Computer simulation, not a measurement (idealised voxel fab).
Process module heading - voxel fin reveal
Cross-sectional view cut (width: 175 nm; square cell size: 5 nm).
A cross-section in this document is a grid of square cells, and it is written down as bands, the top band listed before the ones below it; a band is made up of one or more rows of cells. Top height, bottom height, nm. Materials left to right, width each, nm. Single material + "throughout" = fills band edge to edge. "blank" = empty. The reference from which all heights are counted is 0, the level beneath which the as-received wafer is entirely one material; the lowest band, having no lower bound, proceeds downward and is written after the example "0..down". Width spec "30..40" -> top row of cells at first value, bottom row at second value, equal per-row change in between. When a step is marked "no modifications", none of the cells in the cross-section changed during that step. The label "Enclosed internal voids" introduces a list of the empty spaces, 8 cells or larger, that have no open way up to the top; each entry in it reads width x height at distance, where the distance is taken from the left edge and all three are stated in nm. Where a step's line continues beyond its settings, the continuation is a remark by the simulator itself on that step. The setting "overlay nm" may be written on the line of a step. When the step uses a mask, the value reports how far to the right of the planned place the mask lay, and a negative value reports that it lay to the left.
List of planned process steps:
1 RECEIVE with material Si
2 CONFORMAL_DEP with material SiN, thk nm 5
3 MASKED_ETCH with tone cover, mask id FINS, width nm 15, pitch nm 40, etch materials SiN, depth nm 5, overlay nm 0
4 MASKED_ETCH with tone cover, mask id FINS, width nm 15, pitch nm 40, etch materials Si, depth nm 35, overlay nm 0
5 FILL_DEP with material SiO2, thk nm 10
6 CMP with height nm 5
7 SELECTIVE_ETCH with etch materials SiO2, depth nm 20
8 STRIP with etch materials SiN
Cross-section: wafer on arrival = after step 1:
	0..down = Si throughout
	Enclosed internal voids: none
Here's the wafer cut in cross-section after the module, started and planned just like above, except one thing was done wrong in the run:
	0..-15 = blank 40; Si 15; blank 25; Si 15; blank 25; Si 15; blank 40
	-15..-70 = SiO2 40; Si 15; SiO2 25; Si 15; SiO2 25; Si 15; SiO2 40
	-70..down = Si throughout
	Enclosed internal voids: none
It is concluded that the wafer was processed incorrectly with respect to the plan, in that it should be noted that step 4 of the plan was executed twice
